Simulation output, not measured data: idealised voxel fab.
process module | voxel air gaps
We display cut, a cross-section 185 nm in width whose square cells are each 5 nm.
Square cells in a grid make up a cross-section in this document, and the grid is given as bands, listed from the top down, each one or more rows of cells. First you get the band's top height and its bottom height, in nm, and then the materials it's made of, left to right, with each width in nm. If you see a single material with "full width", that one covers the band edge to edge. "empty" is empty space. Beneath 0, the wafer as received is one material, and that level is where height counting begins. The lowest band goes on downward without a bottom; it is written like "0..down". The width entry "30..40" should be interpreted row by row: the top row of cells in the band takes the first number, the bottom row takes the second number, and the change between adjacent rows is uniform throughout. Any step labelled "no alterations made" changed none of the cells in the cross-section. Closed-off voids of 8+ cells (no open route to the top) go in "Closed internal voids", written width x height at distance from the left edge, in nm. Anything after a step's settings on that line? It's the simulator's own note about the step. "overlay nm" on a masked step: distance the mask lay right of its planned place, negative for left.

Planned process steps:
1 RECEIVE | material Si
2 CONFORMAL_DEP | material SiO2 | thk nm 15
3 CONFORMAL_DEP | material SiN | thk nm 5
4 DIRECTIONAL_DEP | material SiO2 | thk nm 40
5 PATTERN | tone open | mask id LINES | material resist | width nm 25 | pitch nm 50 | thk nm 15 | overlay nm 0
6 DIRECTIONAL_ETCH | etch materials SiO2 | depth nm 40
7 STRIP | etch materials resist
8 CONFORMAL_DEP | material TiN | thk nm 5
9 FILL_DEP | material W | thk nm 10
10 CMP | height nm 60
11 EPI | material Ru | thk nm 10
12 SELECTIVE_ETCH | etch materials SiO2 | depth nm 50
13 CONFORMAL_DEP | material SiCN | thk nm 5

Cross-section of the wafer as it came to us, i.e., already through step 1:
    0..down  Si full width
    Closed internal voids: none

Look at the cross-section after the module: the wafer started out the way shown above and the plan was the one shown above, yet one mistake was made along the way:
    75..70  SiCN full width
    70..60  40 nm Ru / 5 nm SiCN / 45 nm Ru / 5 nm SiCN / 45 nm Ru / 5 nm SiCN / 40 nm Ru
    60..55  25 nm W / 5 nm TiN / 25 nm SiCN / 5 nm TiN / 15 nm W / 5 nm TiN / 25 nm SiCN / 5 nm TiN / 15 nm W / 5 nm TiN / 25 nm SiCN / 5 nm TiN / 25 nm W
    55..25  25 nm W / 5 nm TiN / 5 nm SiCN / 15 nm empty / 5 nm SiCN / 5 nm TiN / 15 nm W / 5 nm TiN / 5 nm SiCN / 15 nm empty / 5 nm SiCN / 5 nm TiN / 15 nm W / 5 nm TiN / 5 nm SiCN / 15 nm empty / 5 nm SiCN / 5 nm TiN / 25 nm W
    25..20  30 nm TiN / 25 nm SiCN / 25 nm TiN / 25 nm SiCN / 25 nm TiN / 25 nm SiCN / 30 nm TiN
    20..15  SiN full width
    15..0  SiO2 full width
    0..down  Si full width
    Closed internal voids: 15 x 30 at 35; 15 x 30 at 85; 15 x 30 at 135
The plan and the run diverged here: off-plan run, step 5, actual operation and settings PATTERN | tone cover | mask id LINES | material resist | width nm 25 | pitch nm 50 | thk nm 15 | overlay nm 0
